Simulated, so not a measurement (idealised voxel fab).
The following is a process module called voxel wiring stack.
It is cross-section cut that appears here, measuring 240 nm in width, its square cells being 5 nm in size.
Square cells in a grid make up a cross-section in this document, and the grid is given as bands, listed from the top down, each one or more rows of cells.
For a band, the entry starts with two heights in nm, that of the top and then that of the bottom, and carries on with the band's materials in order from left to right, each alongside its width in nm; the word "throughout" beside a single material means it fills the band edge to edge, and "empty" means empty space.
Heights are expressed relative to 0, this being the level below which the as-received wafer comprises one material exclusively. The lowest band is unbounded in the downward direction and is denoted as in "0 down".
A two-number width, for instance "30 to 40", indicates that the width is equal to the first number in the top row of the band and to the second number in the bottom row, and that it changes by a constant amount per row of cells.
Reading "remains unaltered" for a step: not a cell of the cross-section changed in it.
"Entrapped voids": sealed empty spaces, 8 cells or more, no open way to top, listed width x height at distance, with distance from the left edge and width, height and distance in nm.
Anything after a step's settings on that line? It's the simulator's own note about the step.
A step's line can hold "overlay nm"; with a mask on that step, the setting says how far right of the planned place the mask lay, while a negative setting says it lay to the left.
The following list gives the planned process steps:
| 1 | RECEIVE (material Si) |
| 2 | CONFORMAL_DEP (material SiO2; thk nm 10) |
| 3 | DIRECTIONAL_DEP (material TiN; thk nm 5) |
| 4 | DIRECTIONAL_DEP (material Ru; thk nm 15) |
| 5 | PATTERN (tone cover; mask id METAL_1; material resist; width nm 25; pitch nm 40; thk nm 15; overlay nm 0) |
| 6 | DIRECTIONAL_ETCH (etch materials Ru; depth nm 15) |
| 7 | DIRECTIONAL_ETCH (etch materials TiN; depth nm 5) |
| 8 | STRIP (etch materials resist) |
| 9 | CONFORMAL_DEP (material SiN; thk nm 5) |
| 10 | FILL_DEP (material SiO2; thk nm 10) |
| 11 | CMP (height nm 30) |
| 12 | CONFORMAL_DEP (material SiCN; thk nm 5) |
| 13 | DIRECTIONAL_DEP (material SiO2; thk nm 35) |
| 14 | MASKED_ETCH (tone open; mask id METAL_2; width nm 25; pitch nm 40; etch materials SiO2; depth nm 20; overlay nm 0) |
| 15 | DIRECTIONAL_DEP (material aC; thk nm 15) |
| 16 | PATTERN (tone open; mask id METAL_2_HOLES; material resist; width nm 15; pitch nm 40; thk nm 30; overlay nm 0) |
| 17 | DIRECTIONAL_ETCH (etch materials aC; depth nm 15) |
| 18 | STRIP (etch materials resist) |
| 19 | DIRECTIONAL_ETCH (etch materials SiO2; depth nm 15) |
| 20 | DIRECTIONAL_ETCH (etch materials SiCN; depth nm 5) |
| 21 | STRIP (etch materials aC) |
| 22 | CONFORMAL_DEP (material TiN; thk nm 5) |
| 23 | FILL_DEP (material Cu; thk nm 10) |
| 24 | CMP (height nm 70) |
| 25 | CONFORMAL_DEP (material SiCN; thk nm 5) |
| 26 | DIRECTIONAL_DEP (material lowk; thk nm 20) |
| 27 | PATTERN (tone open; mask id PLUG_2; material resist; width nm 15; pitch nm 80; thk nm 20; overlay nm 0) |
| 28 | DIRECTIONAL_ETCH (etch materials lowk; depth nm 20) |
| 29 | DIRECTIONAL_ETCH (etch materials SiCN; depth nm 5) |
| 30 | STRIP (etch materials resist) |
| 31 | EPI (material Ru; thk nm 10) |
| 32 | EPI (material Ru; thk nm 10) |
| 33 | EPI (material Ru; thk nm 5) |
| 34 | DIRECTIONAL_DEP (material TiN; thk nm 5) |
| 35 | DIRECTIONAL_DEP (material W; thk nm 15) |
| 36 | PATTERN (tone cover; mask id METAL_3; material resist; width nm 25; pitch nm 40; thk nm 20; overlay nm 0) |
| 37 | DIRECTIONAL_ETCH (etch materials W; depth nm 15) |
| 38 | DIRECTIONAL_ETCH (etch materials TiN; depth nm 5) |
| 39 | STRIP (etch materials resist) |
| 40 | CONFORMAL_DEP (material SiCN; thk nm 5) |
| 41 | FILL_DEP (material SiO2; thk nm 10) |
| 42 | CMP (height nm 115) |
| 43 | CONFORMAL_DEP (material SiCN; thk nm 5) |
Incoming wafer, cross-sectional view, post step 1:
- 0 down = Si throughout
- Entrapped voids: none
This is how the wafer looks in cross-section once the module is done, given the starting state and plan above and one mistake in carrying the plan out:
- 120 to 115 = SiCN throughout
- 115 to 110 = 40 nm SiO2 | 5 nm SiCN | 25 nm W | 5 nm SiCN | 5 nm SiO2 | 5 nm SiCN | 25 nm W | 5 nm SiCN | 5 nm SiO2 | 5 nm SiCN | 25 nm W | 5 nm SiCN | 5 nm SiO2 | 5 nm SiCN | 25 nm W | 5 nm SiCN | 45 nm SiO2
- 110 to 105 = 45 nm SiCN | 25 nm TiN | 15 nm SiCN | 25 nm TiN | 15 nm SiCN | 25 nm TiN | 15 nm SiCN | 25 nm TiN | 50 nm SiCN
- 105 to 85 = 45 nm lowk | 15 nm Ru | 65 nm lowk | 15 nm Ru | 100 nm lowk
- 85 to 80 = 45 nm SiCN | 15 nm Ru | 65 nm SiCN | 15 nm Ru | 100 nm SiCN
- 80 to 75 = Cu throughout
- 75 to 70 = 50 nm TiN | 15 nm Cu | 25 nm TiN | 15 nm Cu | 25 nm TiN | 15 nm Cu | 25 nm TiN | 15 nm Cu | 55 nm TiN
- 70 to 55 = 45 nm SiO2 | 5 nm TiN | 15 nm Cu | 5 nm TiN | 15 nm SiO2 | 5 nm TiN | 15 nm Cu | 5 nm TiN | 15 nm SiO2 | 5 nm TiN | 15 nm Cu | 5 nm TiN | 15 nm SiO2 | 5 nm TiN | 15 nm Cu | 5 nm TiN | 50 nm SiO2
- 55 to 50 = 45 nm SiO2 | 5 nm TiN | 5 nm Cu | 15 nm TiN | 15 nm SiO2 | 5 nm TiN | 5 nm Cu | 15 nm TiN | 15 nm SiO2 | 5 nm TiN | 5 nm Cu | 15 nm TiN | 15 nm SiO2 | 5 nm TiN | 5 nm Cu | 15 nm TiN | 50 nm SiO2
- 50 to 35 = 45 nm SiO2 | 5 nm TiN | 5 nm Cu | 5 nm TiN | 25 nm SiO2 | 5 nm TiN | 5 nm Cu | 5 nm TiN | 25 nm SiO2 | 5 nm TiN | 5 nm Cu | 5 nm TiN | 25 nm SiO2 | 5 nm TiN | 5 nm Cu | 5 nm TiN | 60 nm SiO2
- 35 to 30 = 45 nm SiCN | 15 nm TiN | 25 nm SiCN | 15 nm TiN | 25 nm SiCN | 15 nm TiN | 25 nm SiCN | 15 nm TiN | 60 nm SiCN
- 30 to 15 = 40 nm SiO2 | 5 nm SiN | 25 nm Ru | 5 nm SiN | 5 nm SiO2 | 5 nm SiN | 25 nm Ru | 5 nm SiN | 5 nm SiO2 | 5 nm SiN | 25 nm Ru | 5 nm SiN | 5 nm SiO2 | 5 nm SiN | 25 nm Ru | 5 nm SiN | 45 nm SiO2
- 15 to 10 = 45 nm SiN | 25 nm TiN | 15 nm SiN | 25 nm TiN | 15 nm SiN | 25 nm TiN | 15 nm SiN | 25 nm TiN | 50 nm SiN
- 10 to 0 = SiO2 throughout
- 0 down = Si throughout
- Entrapped voids: none
Misprocessing identified: step 24 went in with a setting other than planned; the actual run was CMP (height nm 80)
